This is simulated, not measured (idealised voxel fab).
Documented hereafter: the process module known as voxel self aligned vias.
The width of the displayed cross-section, cut, is 295 nm; its cells are square, with a size of 5 nm.
Heads up, the way a cross-section reads in here is a grid of square cells, handed over as bands from the top down, with every band being one or more rows of cells. Read a band's entry like this: the first values are the height of its top and the height of its bottom in nm, and what follows is the sequence of materials from left to right, each with its width in nm. Note that "empty" is empty space, and that a single material marked "edge to edge" reaches across the band from edge to edge. Height 0 is the level under which the wafer as received is all one material. The lowest band goes on downwards, as in "0 down". A width given as "30 to 40" starts at the first number in the band's top row and ends at the second number in its bottom row, shifting by an equal amount at every step from row to row. Step marked "nothing was modified"? Then no cell in the cross-section changed in it. The entry titled "Sealed voids" provides the empty spaces that have no open way to the top, restricted to those of 8 cells or more. Each is presented as width x height at distance, the distance being measured from the left edge, with all three in nm. Post-settings text on a step line: simulator's own remark regarding the step. overlay nm, on a step with a mask: how far to the right of its planned place the mask lay; to the left if negative.
[Process steps (planned)]
1,RECEIVE [material Si]
2,CONFORMAL_DEP [material SiO2] [thk nm 10]
3,CONFORMAL_DEP [material SiCN] [thk nm 5]
4,DIRECTIONAL_DEP [material lowk] [thk nm 30]
5,DIRECTIONAL_DEP [material aC] [thk nm 10]
6,PATTERN [tone open] [mask id LINES] [material resist] [width nm 20] [pitch nm 55] [thk nm 25] [overlay nm 0]
7,DIRECTIONAL_ETCH [etch materials aC] [depth nm 10]
8,STRIP [etch materials resist]
9,DIRECTIONAL_ETCH [etch materials lowk] [depth nm 30]
10,STRIP [etch materials aC]
11,CONFORMAL_DEP [material TiN] [thk nm 5]
12,FILL_DEP [material Ru] [thk nm 5]
13,CMP [height nm 45]
14,SELECTIVE_ETCH [etch materials W Ru TiN] [depth nm 5]
15,FILL_DEP [material SiN] [thk nm 5]
16,CMP [height nm 45]
17,DIRECTIONAL_DEP [material lowk] [thk nm 15]
18,DIRECTIONAL_DEP [material aC] [thk nm 15]
19,PATTERN [tone open] [mask id VIAS] [material resist] [width nm 30] [thk nm 30] [overlay nm 0]
20,DIRECTIONAL_ETCH [etch materials aC] [depth nm 15]
21,STRIP [etch materials resist]
22,DIRECTIONAL_ETCH [etch materials lowk] [depth nm 15]
23,DIRECTIONAL_ETCH [etch materials SiN] [depth nm 5]
24,STRIP [etch materials aC]
25,CONFORMAL_DEP [material TiN] [thk nm 5]
26,FILL_DEP [material Cu] [thk nm 5]
27,CMP [height nm 60]
28,CONFORMAL_DEP [material SiN] [thk nm 5]
[Received-state cross-section, reflecting completion of step 1]
0 down = Si edge to edge
Sealed voids: none
[Cross-section: first of two wafers, module finished, run according to plan]
65 to 60 = SiN edge to edge
60 to 50 = lowk (105) | TiN (5) | Cu (20) | TiN (5) | lowk (160)
50 to 45 = lowk (105) | TiN (10) | Cu (10) | TiN (10) | lowk (160)
45 to 40 = lowk (110) | TiN (20) | lowk (35) | SiN (20) | lowk (110)
40 to 20 = lowk (110) | TiN (5) | Ru (10) | TiN (5) | lowk (35) | TiN (5) | Ru (10) | TiN (5) | lowk (110)
20 to 15 = lowk (110) | TiN (20) | lowk (35) | TiN (20) | lowk (110)
15 to 10 = SiCN edge to edge
10 to 0 = SiO2 edge to edge
0 down = Si edge to edge
Sealed voids: none
[The second wafer, shown in cross-section after the module: started the same way as the first and given the same plan, yet one mistake crept into how it was run]
65 to 60 = SiN edge to edge
60 to 50 = lowk (110) | TiN (5) | Cu (20) | TiN (5) | lowk (155)
50 to 45 = lowk (110) | TiN (5) | Cu (10) | TiN (15) | lowk (155)
45 to 40 = lowk (110) | TiN (20) | lowk (35) | SiN (20) | lowk (110)
40 to 20 = lowk (110) | TiN (5) | Ru (10) | TiN (5) | lowk (35) | TiN (5) | Ru (10) | TiN (5) | lowk (110)
20 to 15 = lowk (110) | TiN (20) | lowk (35) | TiN (20) | lowk (110)
15 to 10 = SiCN edge to edge
10 to 0 = SiO2 edge to edge
0 down = Si edge to edge
Sealed voids: none
Here's what went sideways: contrary to plan, step 19 was performed as PATTERN [tone open] [mask id VIAS] [material resist] [width nm 30] [thk nm 30] [overlay nm 5]
When the process is done, the second wafer contains the same cell count of every material as the first wafer, but distributed over other locations.
